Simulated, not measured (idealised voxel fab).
This is a process module. Its name is voxel spacer lines.
For reference, the cross-section in this document is cut, with width 220 nm and square cells of 5 nm.
Cross-section format: a grid of square cells, given as bands from top to bottom; each band is one or more rows of cells.
Heads up on the band format: heights come first, top then bottom, in nm. After that it's the materials left to right, each with its width in nm. A single material flagged "everywhere" fills the whole band edge to edge, and "air" means there's empty space there.
Heights are measured from 0, the level below which the as-received wafer is all one material; the lowest band has no bottom and continues downward, written as in "0..down".
So if you see something like "30->40" for the width, read it as the top row of the band sitting at the first number and the bottom row at the second, with every row in between moving by the same amount as the last.
Key: "no alterations made" - step with no changed cell in the cross-section.
The list in "Sealed cavities" covers empty spaces of 8 cells or more that cannot reach the top through any open way, and it gives each as width x height at distance; the distance is from the left edge, and width, height and distance are in nm.
What comes after the settings on a step's line is commentary from the simulator itself on that step.
overlay nm: on a step with a mask, how far right of its planned place the mask lay; negative means left.

PLAN
1 RECEIVE, material Si
2 CONFORMAL_DEP, material Al2O3, thk nm 10
3 DIRECTIONAL_DEP, material TiN, thk nm 15
4 DIRECTIONAL_DEP, material aC, thk nm 30
5 PATTERN, tone cover, mask id MANDREL, material resist, width nm 25, pitch nm 80, thk nm 40, overlay nm 0
6 DIRECTIONAL_ETCH, etch materials aC, depth nm 30
7 STRIP, etch materials resist
8 CONFORMAL_DEP, material SiN, thk nm 15
9 DIRECTIONAL_ETCH, etch materials SiN, depth nm 15
10 STRIP, etch materials aC
11 DIRECTIONAL_ETCH, etch materials TiN, depth nm 15
12 STRIP, etch materials SiN
13 FILL_DEP, material SiO2, thk nm 10
14 CMP, height nm 25

INCOMING WAFER, CROSS-SECTIONAL VIEW, POST STEP 1
  0..down  Si everywhere
  Sealed cavities: none

END-OF-MODULE XS, FIRST OF TWO WAFERS, RUN AS PLANNED
  25..10  15 TiN  25 SiO2  15 TiN  25 SiO2  15 TiN  25 SiO2  15 TiN  25 SiO2  15 TiN  25 SiO2  15 TiN  5 SiO2
  10..0  Al2O3 everywhere
  0..down  Si everywhere
  Sealed cavities: none

CROSS-SECTION, WAFER TWO OF TWO, END OF MODULE: SAME START AND PLAN AS WAFER ONE, ONE ERROR IN EXECUTION
  25..20  SiO2 everywhere
  20..10  15 TiN  25 SiO2  15 TiN  25 SiO2  15 TiN  25 SiO2  15 TiN  25 SiO2  15 TiN  25 SiO2  15 TiN  5 SiO2
  10..0  Al2O3 everywhere
  0..down  Si everywhere
  Sealed cavities: none
The mistake made against the process plan was this: off-plan run, step 3, actual operation and settings DIRECTIONAL_DEP, material TiN, thk nm 10
Wafer comparison, final, in cells, second relative to first, materials more or fewer: +18 SiO2, -18 TiN
